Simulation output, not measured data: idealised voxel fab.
The process module presented herein is designated voxel spacer lines.
Cross-section cut spans 175 nm and uses square cells 5 nm in size.
We lay out every cross-section as a grid of square cells and spell it out in bands from the top down, where one band means one or more rows of cells.
Basically the band line says how high the top is and how high the bottom is, in nm, and then what's in it from left to right, every material with its width in nm. Empty space shows up as "blank", and if a single material carries "all across" it runs the full band edge to edge.
All heights in this document are referenced to 0, defined as the level beneath which the wafer, as received, consists entirely of one material. The lowest band is not bounded below; it extends indefinitely downward and is written in the form "0..down".
Width "30->40": first value at the band's top row of cells, second value at its bottom row, equal change from row to row.
Where the words "no modification" appear for a step, the cross-section shows no cell changed by that step; every cell remained as before.
What "Fully enclosed voids" gives you is every empty space of 8 cells or more that is cut off from the top. Each appears as width x height at distance, with the distance taken from the left edge and width, height and distance all in nm.
It should be noted that, on the line of a given step, the content following the step's settings is a remark produced by the simulator itself with respect to that step.
"overlay nm", when on a step's line for a step with a mask, measures how far to the right of its planned place the mask lay; a negative measure means to the left.

**The process steps that were planned are listed below**
1 RECEIVE [material Si]
2 CONFORMAL_DEP [material Al2O3] [thk nm 5]
3 DIRECTIONAL_DEP [material SiN] [thk nm 10]
4 DIRECTIONAL_DEP [material polySi] [thk nm 30]
5 PATTERN [tone cover] [mask id MANDREL] [material resist] [width nm 15] [pitch nm 50] [thk nm 35] [overlay nm 0]
6 DIRECTIONAL_ETCH [etch materials polySi] [depth nm 30]
7 STRIP [etch materials resist]
8 CONFORMAL_DEP [material SiO2] [thk nm 10]
9 DIRECTIONAL_ETCH [etch materials SiO2] [depth nm 10]
10 STRIP [etch materials polySi]
11 DIRECTIONAL_ETCH [etch materials SiN] [depth nm 10]
12 STRIP [etch materials SiO2]
13 FILL_DEP [material SiO2] [thk nm 5]
14 CMP [height nm 15]

**Wafer, first of two, run as planned**

**Cross-section, incoming material, after step 1**
  0..down = Si all across
  Fully enclosed voids: none

**After step 2, in cross-section**
  5..0 = Al2O3 all across
  Note: structure below 0 unchanged.

**After step 3, in cross-section**
  15..5 = SiN all across
  Note: structure below 5 unchanged.

**After step 4, in cross-section**
  45..15 = polySi all across
  Note: structure below 15 unchanged.

**After step 5, in cross-section**
  80..45 = blank 55, then resist 15, then blank 35, then resist 15, then blank 55
  Note: structure below 45 unchanged.

**After step 6, in cross-section**
  80..45 = blank 55, then resist 15, then blank 35, then resist 15, then blank 55
  45..15 = blank 55, then polySi 15, then blank 35, then polySi 15, then blank 55
  Note: structure below 15 unchanged.

**After step 7, in cross-section**
  45..15 = blank 55, then polySi 15, then blank 35, then polySi 15, then blank 55
  Note: structure below 15 unchanged.

**After step 8, in cross-section**
  55..45 = blank 45, then SiO2 35, then blank 15, then SiO2 35, then blank 45
  45..25 = blank 45, then SiO2 10, then polySi 15, then SiO2 10, then blank 15, then SiO2 10, then polySi 15, then SiO2 10, then blank 45
  25..15 = SiO2 55, then polySi 15, then SiO2 35, then polySi 15, then SiO2 55
  Note: structure below 15 unchanged.

**After step 9, in cross-section**
  45..15 = blank 45, then SiO2 10, then polySi 15, then SiO2 10, then blank 15, then SiO2 10, then polySi 15, then SiO2 10, then blank 45
  Note: structure below 15 unchanged.

**After step 10, in cross-section**
  45..15 = blank 45, then SiO2 10, then blank 15, then SiO2 10, then blank 15, then SiO2 10, then blank 15, then SiO2 10, then blank 45
  Note: structure below 15 unchanged.

**After step 11, in cross-section**
  45..15 = blank 45, then SiO2 10, then blank 15, then SiO2 10, then blank 15, then SiO2 10, then blank 15, then SiO2 10, then blank 45
  15..5 = blank 45, then SiN 10, then blank 15, then SiN 10, then blank 15, then SiN 10, then blank 15, then SiN 10, then blank 45
  Note: structure below 5 unchanged.

**After step 12, in cross-section**
  15..5 = blank 45, then SiN 10, then blank 15, then SiN 10, then blank 15, then SiN 10, then blank 15, then SiN 10, then blank 45
  Note: structure below 5 unchanged.

**After step 13, in cross-section**
  20..15 = SiO2 all across
  15..5 = SiO2 45, then SiN 10, then SiO2 15, then SiN 10, then SiO2 15, then SiN 10, then SiO2 15, then SiN 10, then SiO2 45
  Note: structure below 5 unchanged.

**After step 14, in cross-section**
  15..5 = SiO2 45, then SiN 10, then SiO2 15, then SiN 10, then SiO2 15, then SiN 10, then SiO2 15, then SiN 10, then SiO2 45
  Note: structure below 5 unchanged.

**The second wafer: identical to the first at the outset and in its planned sequence, differing only in that one mistake was made during processing; up to and including step 2, its path is the first wafer's path**

**What the second wafer looks like in cross-section when step 3 should have wrapped up**
  35..5 = polySi all across
  Note: structure below 5 unchanged.

**What the second wafer looks like in cross-section when step 4 should have wrapped up**
  45..35 = SiN all across
  Note: structure below 35 unchanged.

**What the second wafer looks like in cross-section when step 5 should have wrapped up**
  80..45 = blank 55, then resist 15, then blank 35, then resist 15, then blank 55
  Note: structure below 45 unchanged.

What the second wafer looks like in cross-section when step 6 should have wrapped up: no modification

**What the second wafer looks like in cross-section when step 7 should have wrapped up**
  45..35 = SiN all across
  Note: structure below 35 unchanged.

**What the second wafer looks like in cross-section when step 8 should have wrapped up**
  55..45 = SiO2 all across
  Note: structure below 45 unchanged.

**What the second wafer looks like in cross-section when step 9 should have wrapped up**
  45..35 = SiN all across
  Note: structure below 35 unchanged.

What the second wafer looks like in cross-section when step 10 should have wrapped up: no modification

**What the second wafer looks like in cross-section when step 11 should have wrapped up**
  35..5 = polySi all across
  Note: structure below 5 unchanged.

What the second wafer looks like in cross-section when step 12 should have wrapped up: no modification

**What the second wafer looks like in cross-section when step 13 should have wrapped up**
  40..35 = SiO2 all across
  Note: structure below 35 unchanged.

**What the second wafer looks like in cross-section when step 14 should have wrapped up**
  15..5 = polySi all across
  Note: structure below 5 unchanged.
Against the plan, the run slipped here: steps 3 and 4 run out of order (swapped)
It is noted that, at the conclusion of processing, the second wafer exhibits a higher or lower cell count for certain materials relative to the first: SiN: 16 fewer | SiO2: 54 fewer | polySi: 70 more
